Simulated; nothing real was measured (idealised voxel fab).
The following process module bears the name voxel self aligned contacts.
We display cut, a cross-section 180 nm in width whose square cells are each 5 nm.
Square cells in a grid make up a cross-section in this document, and the grid is given as bands, listed from the top down, each one or more rows of cells. It is stipulated that each band's entry specify, in nanometres, the height of the top of the band and then that of its bottom, followed by the materials of the band in left-to-right sequence, each together with its width in nanometres. A single material marked by the word "full width" is understood to fill the band from edge to edge; the word "blank" is understood to denote empty space. The level at which height equals 0 is the one under which the wafer, as it arrives, is entirely one material. No lower edge exists for the bottom band, which continues downward and is notated as in "z 0 and below". Top row gets the first number, bottom row gets the second, and each row in between changes by the same step: that is how a band width like "30->40" works. "nothing was modified" for a step: no cell of the cross-section changed in that step. "Closed internal voids": sealed empty spaces, 8 cells or more, no open way to top, listed width x height at distance, with distance from the left edge and width, height and distance in nm. Step line, after settings: the simulator's comment on this step. overlay nm: mask right of planned place by this much (step with mask). Neg. = left.

-- Planned step list for the process
step 1: RECEIVE, material Si
step 2: CONFORMAL_DEP, material SiO2, thk nm 5
step 3: DIRECTIONAL_DEP, material polySi, thk nm 20
step 4: DIRECTIONAL_DEP, material SiN, thk nm 15
step 5: PATTERN, tone cover, mask id GATE, material resist, width nm 30, pitch nm 60, thk nm 20, overlay nm 0
step 6: DIRECTIONAL_ETCH, etch materials SiN, depth nm 15
step 7: DIRECTIONAL_ETCH, etch materials polySi, depth nm 20
step 8: STRIP, etch materials resist
step 9: CONFORMAL_DEP, material SiN, thk nm 5
step 10: DIRECTIONAL_ETCH, etch materials SiN, depth nm 5
step 11: FILL_DEP, material SiO2, thk nm 15
step 12: CMP, height nm 50
step 13: PATTERN, tone open, mask id CONTACT, material resist, width nm 40, thk nm 15, overlay nm -15
step 14: DIRECTIONAL_ETCH, etch materials SiO2, depth nm 50
step 15: STRIP, etch materials resist
step 16: CONFORMAL_DEP, material TiN, thk nm 5
step 17: FILL_DEP, material Ru, thk nm 10
step 18: CMP, height nm 50
step 19: CONFORMAL_DEP, material SiN, thk nm 5
All wafers enter the flow in the same state. The overlay nm at step 13 differs from wafer to wafer, and the plan gives the value for the first wafer.

-- First of several wafers (as received, post step 1), cross-sectional view
> z 0 and below | Si full width
> Closed internal voids: none

-- Per wafer, end of module: cells gained (+) or lost (-) per material since receipt, then closed voids
overlay nm -15, +14 Ru, +100 SiN, +208 SiO2, +26 TiN, +48 polySi, Closed internal voids: none
overlay nm -10, +22 Ru, +100 SiN, +200 SiO2, +26 TiN, +48 polySi, Closed internal voids: none
overlay nm -5, +22 Ru, +100 SiN, +200 SiO2, +26 TiN, +48 polySi, Closed internal voids: none
overlay nm 0, +22 Ru, +100 SiN, +200 SiO2, +26 TiN, +48 polySi, Closed internal voids: none
overlay nm 5, +22 Ru, +100 SiN, +200 SiO2, +26 TiN, +48 polySi, Closed internal voids: none
overlay nm 10, +22 Ru, +100 SiN, +200 SiO2, +26 TiN, +48 polySi, Closed internal voids: none
overlay nm 15, +14 Ru, +100 SiN, +208 SiO2, +26 TiN, +48 polySi, Closed internal voids: none
